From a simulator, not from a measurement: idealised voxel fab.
The document below concerns the process module designated voxel plated lines.
The figure presents cross-section cut, which has a width of 235 nm and is divided into square cells with an edge length of 5 nm.
If you're reading a cross-section in this doc, picture square cells in a grid; it comes to you as bands, top ones listed first down to the bottom, and a band can be one or more rows of cells.
Band entry format. Leading values: height of top, height of bottom, nm. Remainder: materials in left-to-right order, each with its width in nm. Special words: "everywhere" on a single material, which then fills the band edge to edge; "air", empty space.
Heights are reckoned from 0. Under this level, the received wafer is all of one material. The bottommost band is open-ended downward, for example "0 nm and below".
Top row gets the first number, bottom row gets the second, and each row in between changes by the same step: that is how a band width like "30 to 40" works.
"remains unaltered" means the step left every cell of the cross-section as it was.
"Enclosed cavities" - sealed voids, min. 8 cells, no opening to top; format: width x height at distance (distance from left edge; nm throughout).
Formally, on a step line, whatever follows the settings is a remark that the simulator itself makes on the step.
Regarding "overlay nm": on a step with a mask, it is the distance the mask lay to the right of its planned place; a negative value places it to the left.
**Here's what the planned process steps look like**
| 1 | RECEIVE, material Si |
| 2 | CONFORMAL_DEP, material SiO2, thk nm 15 |
| 3 | DIRECTIONAL_DEP, material TiN, thk nm 5 |
| 4 | PATTERN, tone open, mask id LINES, material resist, width nm 15, pitch nm 35, thk nm 35, overlay nm 0 |
| 5 | EPI, material Ru, thk nm 5 |
| 6 | EPI, material Ru, thk nm 10 |
| 7 | EPI, material Ru, thk nm 5 |
| 8 | STRIP, etch materials resist |
| 9 | DIRECTIONAL_ETCH, etch materials TiN, depth nm 5 |
| 10 | CONFORMAL_DEP, material SiN, thk nm 5 |
**First of two wafers, with the run carried out as planned**
**Delivered wafer in cross-section: state after step 1**
0 nm and below: Si everywhere
Enclosed cavities: none
**You're looking at a cross-section of the wafer after step 2**
15 nm to 0 nm: SiO2 everywhere
Below a height of 0, the structure has not been altered.
**You're looking at a cross-section of the wafer after step 3**
20 nm to 15 nm: TiN everywhere
Below a height of 15, the structure has not been altered.
**You're looking at a cross-section of the wafer after step 4**
55 nm to 20 nm: resist: 90; air: 15; resist: 20; air: 15; resist: 95
Below a height of 20, the structure has not been altered.
**You're looking at a cross-section of the wafer after step 5**
55 nm to 25 nm: resist: 90; air: 15; resist: 20; air: 15; resist: 95
25 nm to 20 nm: resist: 90; Ru: 15; resist: 20; Ru: 15; resist: 95
Below a height of 20, the structure has not been altered.
**You're looking at a cross-section of the wafer after step 6**
55 nm to 35 nm: resist: 90; air: 15; resist: 20; air: 15; resist: 95
35 nm to 20 nm: resist: 90; Ru: 15; resist: 20; Ru: 15; resist: 95
Below a height of 20, the structure has not been altered.
**You're looking at a cross-section of the wafer after step 7**
55 nm to 40 nm: resist: 90; air: 15; resist: 20; air: 15; resist: 95
40 nm to 20 nm: resist: 90; Ru: 15; resist: 20; Ru: 15; resist: 95
Below a height of 20, the structure has not been altered.
**You're looking at a cross-section of the wafer after step 8**
40 nm to 20 nm: air: 90; Ru: 15; air: 20; Ru: 15; air: 95
Below a height of 20, the structure has not been altered.
**You're looking at a cross-section of the wafer after step 9**
40 nm to 20 nm: air: 90; Ru: 15; air: 20; Ru: 15; air: 95
20 nm to 15 nm: air: 90; TiN: 15; air: 20; TiN: 15; air: 95
Below a height of 15, the structure has not been altered.
**You're looking at a cross-section of the wafer after step 10**
45 nm to 40 nm: air: 85; SiN: 25; air: 10; SiN: 25; air: 90
40 nm to 20 nm: air: 85; SiN: 5; Ru: 15; SiN: 5; air: 10; SiN: 5; Ru: 15; SiN: 5; air: 90
20 nm to 15 nm: SiN: 90; TiN: 15; SiN: 20; TiN: 15; SiN: 95
Below a height of 15, the structure has not been altered.
**The second wafer: identical to the first at the outset and in its planned sequence, differing only in that one mistake was made during processing; up to and including step 5, its path is the first wafer's path**
**Cross-section: second wafer, time at which step 6 was scheduled to end**
55 nm to 45 nm: resist: 90; air: 15; resist: 20; air: 15; resist: 95
45 nm to 20 nm: resist: 90; Ru: 15; resist: 20; Ru: 15; resist: 95
Below a height of 20, the structure has not been altered.
**Cross-section: second wafer, time at which step 7 was scheduled to end**
55 nm to 50 nm: resist: 90; air: 15; resist: 20; air: 15; resist: 95
50 nm to 20 nm: resist: 90; Ru: 15; resist: 20; Ru: 15; resist: 95
Below a height of 20, the structure has not been altered.
**Cross-section: second wafer, time at which step 8 was scheduled to end**
50 nm to 20 nm: air: 90; Ru: 15; air: 20; Ru: 15; air: 95
Below a height of 20, the structure has not been altered.
**Cross-section: second wafer, time at which step 9 was scheduled to end**
50 nm to 20 nm: air: 90; Ru: 15; air: 20; Ru: 15; air: 95
20 nm to 15 nm: air: 90; TiN: 15; air: 20; TiN: 15; air: 95
Below a height of 15, the structure has not been altered.
**Cross-section: second wafer, time at which step 10 was scheduled to end**
55 nm to 50 nm: air: 85; SiN: 25; air: 10; SiN: 25; air: 90
50 nm to 20 nm: air: 85; SiN: 5; Ru: 15; SiN: 5; air: 10; SiN: 5; Ru: 15; SiN: 5; air: 90
20 nm to 15 nm: SiN: 90; TiN: 15; SiN: 20; TiN: 15; SiN: 95
Below a height of 15, the structure has not been altered.
Diagnosis: plan step 6 was conducted twice
Final comparison by cell count, materials where the second wafer has more or fewer than the first: Ru: 12 more, SiN: 8 more
